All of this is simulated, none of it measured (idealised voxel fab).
The name of this process module is voxel transistor to metal.
cross-section cut | 205 nm wide | cells 5 nm
Bands, listed from the top down, are how a cross-section gets written in this document; the cross-section itself is a grid of square cells, and a band is one or more rows of them.
Heights first: top, then bottom, in nm. Then materials, left to right, each with a width in nm. "everywhere" on a single material: fills the band edge to edge. "air": empty space.
Below 0: as-received wafer, all one material; heights counted from there. Lowest band: no bottom, goes on down, written "top 0, no bottom".
The expression "30..40" gives the width at the extremes of the band, the first number at its top row of cells and the second at its bottom row, with the width changing by equal amounts from each row to the next in between.
"no alterations made" after a step means that no cell of the cross-section changed.
"Entrapped void list" enumerates empty spaces isolated from the top, with no open way to it, that contain at least 8 cells, giving each as width x height at distance from the left edge, all three in nm.
The remark found on a step's line after its settings is issued by the simulator itself and pertains to that step.
overlay nm: mask right of planned place by this much (step with mask). Neg. = left.
SET OUT BELOW ARE THE PLANNED STEPS OF THE PROCESS
1 RECEIVE: material Si
2 OXIDIZE: depth nm 5
3 CONFORMAL_DEP: material SiN, thk nm 15
4 PATTERN: tone cover, mask id ACTIVE, material resist, width nm 105, thk nm 20, overlay nm 0
5 DIRECTIONAL_ETCH: etch materials SiN, depth nm 15
6 DIRECTIONAL_ETCH: etch materials SiO2, depth nm 5
7 DIRECTIONAL_ETCH: etch materials Si, depth nm 35
8 STRIP: etch materials resist
9 FILL_DEP: material SiO2, thk nm 10
10 CMP: height nm 15
11 SELECTIVE_ETCH: etch materials SiO2, depth nm 15
12 STRIP: etch materials SiN
13 SELECTIVE_ETCH: etch materials SiO2, depth nm 5
14 OXIDIZE: depth nm 5
15 DIRECTIONAL_DEP: material polySi, thk nm 20
16 DIRECTIONAL_DEP: material SiCN, thk nm 15
17 MASKED_ETCH: tone cover, mask id GATE, width nm 35, etch materials SiCN, depth nm 25, overlay nm 0
18 MASKED_ETCH: tone cover, mask id GATE, width nm 35, etch materials polySi, depth nm 30, overlay nm 0
19 CONFORMAL_DEP: material SiN, thk nm 10
20 DIRECTIONAL_ETCH: etch materials SiN, depth nm 10
21 DIRECTIONAL_ETCH: etch materials SiO2, depth nm 5
22 DIRECTIONAL_ETCH: etch materials Si, depth nm 10
23 EPI: material SiGe, thk nm 10
24 FILL_DEP: material SiO2, thk nm 5
25 CMP: height nm 15
26 STRIP: etch materials polySi
27 SELECTIVE_ETCH: etch materials SiO2, depth nm 5
28 CONFORMAL_DEP: material HfO2, thk nm 5
29 CONFORMAL_DEP: material TiN, thk nm 5
30 FILL_DEP: material W, thk nm 5
31 CMP: height nm 10
32 DIRECTIONAL_DEP: material SiO2, thk nm 10
33 MASKED_ETCH: tone open, mask id CONTACT, width nm 15, pitch nm 80, etch materials SiO2, depth nm 30, overlay nm 0
34 CONFORMAL_DEP: material TiN, thk nm 5
35 FILL_DEP: material W, thk nm 10
36 CMP: height nm 20
37 CONFORMAL_DEP: material SiCN, thk nm 5
38 DIRECTIONAL_DEP: material SiO2, thk nm 20
39 DIRECTIONAL_DEP: material aC, thk nm 15
40 PATTERN: tone open, mask id METAL_1, material resist, width nm 15, pitch nm 80, thk nm 30, overlay nm 0
41 DIRECTIONAL_ETCH: etch materials aC, depth nm 15
42 STRIP: etch materials resist
43 DIRECTIONAL_ETCH: etch materials SiO2, depth nm 20
44 DIRECTIONAL_ETCH: etch materials SiCN, depth nm 5
45 STRIP: etch materials aC
46 CONFORMAL_DEP: material TiN, thk nm 5
47 FILL_DEP: material W, thk nm 5
48 CMP: height nm 45
49 EPI: material Ru, thk nm 5
50 FILL_DEP: material SiCN, thk nm 5
51 DIRECTIONAL_DEP: material SiO2, thk nm 25
52 DIRECTIONAL_DEP: material aC, thk nm 15
53 PATTERN: tone open, mask id METAL_2, material resist, width nm 15, pitch nm 80, thk nm 35, overlay nm 0
54 DIRECTIONAL_ETCH: etch materials aC, depth nm 15
55 STRIP: etch materials resist
56 DIRECTIONAL_ETCH: etch materials SiO2, depth nm 15
57 STRIP: etch materials aC
58 PATTERN: tone open, mask id METAL_2_HOLES, material resist, width nm 15, pitch nm 80, thk nm 20, overlay nm 0
59 DIRECTIONAL_ETCH: etch materials SiO2, depth nm 10
60 DIRECTIONAL_ETCH: etch materials SiCN, depth nm 5
61 STRIP: etch materials resist
62 CONFORMAL_DEP: material TiN, thk nm 5
63 FILL_DEP: material Ru, thk nm 5
64 CMP: height nm 80
65 CONFORMAL_DEP: material SiCN, thk nm 5
CROSS-SECTIONAL VIEW OF THE WAFER IN ITS AS-RECEIVED CONDITION, CORRESPONDING TO THE STATE AFTER STEP 1
	top 0, no bottom = Si everywhere
	Entrapped void list: none
END-OF-MODULE XS, FIRST OF TWO WAFERS, RUN AS PLANNED
	top 85, bottom 80 = SiCN everywhere
	top 80, bottom 55 = 55 of SiO2, then 5 of TiN, then 5 of Ru, then 5 of TiN, then 65 of SiO2, then 5 of TiN, then 5 of Ru, then 5 of TiN, then 55 of SiO2
	top 55, bottom 50 = 55 of SiCN, then 15 of TiN, then 65 of SiCN, then 15 of TiN, then 55 of SiCN
	top 50, bottom 45 = 50 of SiCN, then 25 of Ru, then 55 of SiCN, then 25 of Ru, then 50 of SiCN
	top 45, bottom 25 = 55 of SiO2, then 5 of TiN, then 5 of W, then 5 of TiN, then 65 of SiO2, then 5 of TiN, then 5 of W, then 5 of TiN, then 55 of SiO2
	top 25, bottom 20 = 55 of SiCN, then 15 of TiN, then 65 of SiCN, then 15 of TiN, then 55 of SiCN
	top 20, bottom 10 = 55 of SiO2, then 5 of TiN, then 5 of W, then 5 of TiN, then 65 of SiO2, then 5 of TiN, then 5 of W, then 5 of TiN, then 55 of SiO2
	top 10, bottom 5 = 55 of SiO2, then 5 of TiN, then 5 of W, then 5 of TiN, then 5 of SiO2, then 10 of SiN, then 5 of HfO2, then 5 of TiN, then 15 of W, then 5 of TiN, then 5 of HfO2, then 10 of SiN, then 5 of SiO2, then 5 of TiN, then 5 of W, then 5 of TiN, then 55 of SiO2
	top 5, bottom 0 = 55 of SiO2, then 15 of TiN, then 5 of SiO2, then 10 of SiN, then 5 of HfO2, then 5 of TiN, then 15 of W, then 5 of TiN, then 5 of HfO2, then 10 of SiN, then 5 of SiO2, then 15 of TiN, then 55 of SiO2
	top 0, bottom -5 = 55 of SiO2, then 10 of TiN, then 10 of SiGe, then 10 of SiN, then 5 of HfO2, then 25 of TiN, then 5 of HfO2, then 10 of SiN, then 10 of SiGe, then 10 of TiN, then 55 of SiO2
	top -5, bottom -10 = 55 of SiO2, then 10 of TiN, then 10 of SiGe, then 5 of SiO2, then 45 of HfO2, then 5 of SiO2, then 10 of SiGe, then 10 of TiN, then 55 of SiO2
	top -10, bottom -20 = 50 of SiO2, then 25 of SiGe, then 55 of Si, then 25 of SiGe, then 50 of SiO2
	top -20, bottom -40 = 50 of SiO2, then 105 of Si, then 50 of SiO2
	top -40, no bottom = Si everywhere
	Entrapped void list: none
CROSS-SECTION AT END OF MODULE FOR THE SECOND WAFER OF TWO, WHICH MATCHED THE FIRST IN STARTING POINT AND PLAN AND DIFFERED BY ONE MISTAKE IN ITS PROCESSING
	top 85, bottom 80 = SiCN everywhere
	top 80, bottom 55 = 55 of SiO2, then 5 of TiN, then 5 of Ru, then 5 of TiN, then 65 of SiO2, then 5 of TiN, then 5 of Ru, then 5 of TiN, then 55 of SiO2
	top 55, bottom 50 = 55 of SiCN, then 15 of TiN, then 65 of SiCN, then 15 of TiN, then 55 of SiCN
	top 50, bottom 45 = 50 of SiCN, then 25 of Ru, then 55 of SiCN, then 25 of Ru, then 50 of SiCN
	top 45, bottom 25 = 55 of SiO2, then 5 of TiN, then 5 of W, then 5 of TiN, then 65 of SiO2, then 5 of TiN, then 5 of W, then 5 of TiN, then 55 of SiO2
	top 25, bottom 20 = 55 of SiCN, then 15 of TiN, then 65 of SiCN, then 15 of TiN, then 55 of SiCN
	top 20, bottom 10 = 55 of SiO2, then 5 of TiN, then 5 of W, then 5 of TiN, then 65 of SiO2, then 5 of TiN, then 5 of W, then 5 of TiN, then 55 of SiO2
	top 10, bottom 5 = 55 of SiO2, then 5 of TiN, then 5 of W, then 5 of TiN, then 5 of SiO2, then 10 of SiN, then 5 of HfO2, then 5 of TiN, then 15 of W, then 5 of TiN, then 5 of HfO2, then 10 of SiN, then 5 of SiO2, then 5 of TiN, then 5 of W, then 5 of TiN, then 55 of SiO2
	top 5, bottom 0 = 55 of SiO2, then 15 of TiN, then 5 of SiO2, then 10 of SiN, then 5 of HfO2, then 5 of TiN, then 15 of W, then 5 of TiN, then 5 of HfO2, then 10 of SiN, then 5 of SiO2, then 15 of TiN, then 55 of SiO2
	top 0, bottom -5 = 55 of SiO2, then 10 of TiN, then 10 of SiGe, then 10 of SiN, then 5 of HfO2, then 25 of TiN, then 5 of HfO2, then 10 of SiN, then 10 of SiGe, then 10 of TiN, then 55 of SiO2
	top -5, bottom -10 = 40 of SiO2, then 10 of SiN, then 5 of SiO2, then 10 of TiN, then 10 of SiGe, then 5 of SiO2, then 45 of HfO2, then 5 of SiO2, then 10 of SiGe, then 10 of TiN, then 5 of SiO2, then 10 of SiN, then 40 of SiO2
	top -10, bottom -20 = 40 of SiO2, then 10 of SiN, then 5 of SiO2, then 20 of SiGe, then 55 of Si, then 20 of SiGe, then 5 of SiO2, then 10 of SiN, then 40 of SiO2
	top -20, bottom -25 = 55 of SiO2, then 95 of Si, then 55 of SiO2
	top -25, bottom -40 = 50 of SiO2, then 105 of Si, then 50 of SiO2
	top -40, no bottom = Si everywhere
	Entrapped void list: none
The plan and the run diverged here: it should be noted that step 11 of the plan was executed twice
End check, counted in cells, second wafer has more or fewer of these materials than the first: Si -2, SiGe -4, SiN +12, SiO2 -6
